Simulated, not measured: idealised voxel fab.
This section sets out a process module, namely voxel ribs on slabs.
It is cross-section cut that appears here, measuring 175 nm in width, its square cells being 5 nm in size.
Heads up, the way a cross-section reads in here is a grid of square cells, handed over as bands from the top down, with every band being one or more rows of cells. Read a band's entry like this: the first values are the height of its top and the height of its bottom in nm, and what follows is the sequence of materials from left to right, each with its width in nm. Note that "blank" is empty space, and that a single material marked "all across" reaches across the band from edge to edge. Beneath 0, the wafer as received is one material, and that level is where height counting begins. The lowest band goes on downward without a bottom; it is written like "0 nm and below". The width entry "30 to 40" should be interpreted row by row: the top row of cells in the band takes the first number, the bottom row takes the second number, and the change between adjacent rows is uniform throughout. Where the words "everything unchanged" appear for a step, the cross-section shows no cell changed by that step; every cell remained as before. Any empty space of 8 cells or more lacking an open way to the top shows up in "Fully sealed cavities" as width x height at distance, distance from the left edge, in nm. On each step's line, the part that comes after the settings is the simulator's own comment on the step. "overlay nm" denotes, for a step that has a mask, the displacement of the mask to the right of its planned place, with negative values corresponding to the left.

Below is the list of planned process steps:
- 1: RECEIVE, material Si
- 2: DIRECTIONAL_DEP, material SiO2, thk nm 20
- 3: DIRECTIONAL_DEP, material polySi, thk nm 15
- 4: DIRECTIONAL_DEP, material aC, thk nm 15
- 5: PATTERN, tone cover, mask id RIB, material resist, width nm 30, thk nm 35, overlay nm 0
- 6: DIRECTIONAL_ETCH, etch materials aC, depth nm 15
- 7: STRIP, etch materials resist
- 8: DIRECTIONAL_ETCH, etch materials polySi, depth nm 10
- 9: STRIP, etch materials aC
- 10: MASKED_ETCH, tone cover, mask id SLAB, width nm 70, etch materials polySi, depth nm 5, overlay nm 0
- 11: FILL_DEP, material SiO2, thk nm 20
- 12: CMP, height nm 45
- 13: DIRECTIONAL_DEP, material W, thk nm 10
- 14: DIRECTIONAL_DEP, material aC, thk nm 15
- 15: PATTERN, tone cover, mask id HEATER, material resist, width nm 40, thk nm 35, overlay nm 0
- 16: DIRECTIONAL_ETCH, etch materials aC, depth nm 15
- 17: STRIP, etch materials resist
- 18: DIRECTIONAL_ETCH, etch materials W, depth nm 10
- 19: STRIP, etch materials aC
- 20: CONFORMAL_DEP, material SiO2, thk nm 10

Wafer, first of two, run as planned:

as received, after step 1:
- 0 nm and below = Si all across
- Fully sealed cavities: none

The following cross-section depicts the wafer upon completion of step 2:
- 20 nm to 0 nm = SiO2 all across
- No changes below 0.

The following cross-section depicts the wafer upon completion of step 3:
- 35 nm to 20 nm = polySi all across
- No changes below 20.

The following cross-section depicts the wafer upon completion of step 4:
- 50 nm to 35 nm = aC all across
- No changes below 35.

The following cross-section depicts the wafer upon completion of step 5:
- 85 nm to 50 nm = blank (70), then resist (30), then blank (75)
- No changes below 50.

The following cross-section depicts the wafer upon completion of step 6:
- 70 nm to 50 nm = blank (70), then resist (30), then blank (75)
- 50 nm to 35 nm = blank (70), then aC (30), then blank (75)
- No changes below 35.

The following cross-section depicts the wafer upon completion of step 7:
- 50 nm to 35 nm = blank (70), then aC (30), then blank (75)
- No changes below 35.

The following cross-section depicts the wafer upon completion of step 8:
- 50 nm to 35 nm = blank (70), then aC (30), then blank (75)
- 35 nm to 25 nm = blank (70), then polySi (30), then blank (75)
- No changes below 25.

The following cross-section depicts the wafer upon completion of step 9:
- 35 nm to 25 nm = blank (70), then polySi (30), then blank (75)
- No changes below 25.

The following cross-section depicts the wafer upon completion of step 10:
- 35 nm to 25 nm = blank (70), then polySi (30), then blank (75)
- 25 nm to 20 nm = blank (50), then polySi (70), then blank (55)
- No changes below 20.

The following cross-section depicts the wafer upon completion of step 11:
- 55 nm to 35 nm = SiO2 all across
- 35 nm to 25 nm = SiO2 (70), then polySi (30), then SiO2 (75)
- 25 nm to 20 nm = SiO2 (50), then polySi (70), then SiO2 (55)
- No changes below 20.

The following cross-section depicts the wafer upon completion of step 12:
- 45 nm to 35 nm = SiO2 all across
- No changes below 35.

The following cross-section depicts the wafer upon completion of step 13:
- 55 nm to 45 nm = W all across
- No changes below 45.

The following cross-section depicts the wafer upon completion of step 14:
- 70 nm to 55 nm = aC all across
- No changes below 55.

The following cross-section depicts the wafer upon completion of step 15:
- 105 nm to 70 nm = blank (65), then resist (40), then blank (70)
- No changes below 70.

The following cross-section depicts the wafer upon completion of step 16:
- 90 nm to 70 nm = blank (65), then resist (40), then blank (70)
- 70 nm to 55 nm = blank (65), then aC (40), then blank (70)
- No changes below 55.

The following cross-section depicts the wafer upon completion of step 17:
- 70 nm to 55 nm = blank (65), then aC (40), then blank (70)
- No changes below 55.

The following cross-section depicts the wafer upon completion of step 18:
- 70 nm to 55 nm = blank (65), then aC (40), then blank (70)
- 55 nm to 45 nm = blank (65), then W (40), then blank (70)
- No changes below 45.

The following cross-section depicts the wafer upon completion of step 19:
- 55 nm to 45 nm = blank (65), then W (40), then blank (70)
- No changes below 45.

The following cross-section depicts the wafer upon completion of step 20:
- 65 nm to 55 nm = blank (55), then SiO2 (60), then blank (60)
- 55 nm to 45 nm = SiO2 (65), then W (40), then SiO2 (70)
- No changes below 45.

Okay, second wafer. Nothing different at the start, nothing different in the plan, just one mistake somewhere in the running. As far as step 2, counting that step, it's the first wafer all over again:

What the second wafer looks like in cross-section when step 3 should have wrapped up:
- 50 nm to 20 nm = polySi all across
- No changes below 20.

What the second wafer looks like in cross-section when step 4 should have wrapped up:
- 65 nm to 50 nm = aC all across
- No changes below 50.

What the second wafer looks like in cross-section when step 5 should have wrapped up:
- 100 nm to 65 nm = blank (70), then resist (30), then blank (75)
- No changes below 65.

What the second wafer looks like in cross-section when step 6 should have wrapped up:
- 85 nm to 65 nm = blank (70), then resist (30), then blank (75)
- 65 nm to 50 nm = blank (70), then aC (30), then blank (75)
- No changes below 50.

What the second wafer looks like in cross-section when step 7 should have wrapped up:
- 65 nm to 50 nm = blank (70), then aC (30), then blank (75)
- No changes below 50.

What the second wafer looks like in cross-section when step 8 should have wrapped up:
- 65 nm to 50 nm = blank (70), then aC (30), then blank (75)
- 50 nm to 40 nm = blank (70), then polySi (30), then blank (75)
- No changes below 40.

What the second wafer looks like in cross-section when step 9 should have wrapped up:
- 50 nm to 40 nm = blank (70), then polySi (30), then blank (75)
- No changes below 40.

What the second wafer looks like in cross-section when step 10 should have wrapped up:
- 50 nm to 40 nm = blank (70), then polySi (30), then blank (75)
- 40 nm to 35 nm = blank (50), then polySi (70), then blank (55)
- No changes below 35.

What the second wafer looks like in cross-section when step 11 should have wrapped up:
- 70 nm to 50 nm = SiO2 all across
- 50 nm to 40 nm = SiO2 (70), then polySi (30), then SiO2 (75)
- 40 nm to 35 nm = SiO2 (50), then polySi (70), then SiO2 (55)
- No changes below 35.

What the second wafer looks like in cross-section when step 12 should have wrapped up:
- 45 nm to 35 nm = SiO2 (70 to 50), then polySi (30 to 70), then SiO2 (75 to 55)
- No changes below 35.

What the second wafer looks like in cross-section when step 13 should have wrapped up:
- 55 nm to 45 nm = W all across
- No changes below 45.

What the second wafer looks like in cross-section when step 14 should have wrapped up:
- 70 nm to 55 nm = aC all across
- No changes below 55.

What the second wafer looks like in cross-section when step 15 should have wrapped up:
- 105 nm to 70 nm = blank (65), then resist (40), then blank (70)
- No changes below 70.

What the second wafer looks like in cross-section when step 16 should have wrapped up:
- 90 nm to 70 nm = blank (65), then resist (40), then blank (70)
- 70 nm to 55 nm = blank (65), then aC (40), then blank (70)
- No changes below 55.

What the second wafer looks like in cross-section when step 17 should have wrapped up:
- 70 nm to 55 nm = blank (65), then aC (40), then blank (70)
- No changes below 55.

What the second wafer looks like in cross-section when step 18 should have wrapped up:
- 70 nm to 55 nm = blank (65), then aC (40), then blank (70)
- 55 nm to 45 nm = blank (65), then W (40), then blank (70)
- No changes below 45.

What the second wafer looks like in cross-section when step 19 should have wrapped up:
- 55 nm to 45 nm = blank (65), then W (40), then blank (70)
- No changes below 45.

What the second wafer looks like in cross-section when step 20 should have wrapped up:
- 65 nm to 55 nm = blank (55), then SiO2 (60), then blank (60)
- 55 nm to 45 nm = SiO2 (65), then W (40), then SiO2 (70)
- No changes below 45.
what went wrong: it should be noted that step 3 of the plan was executed twice
Final comparison by cell count, materials where the second wafer has more or fewer than the first: SiO2 -99; polySi +99
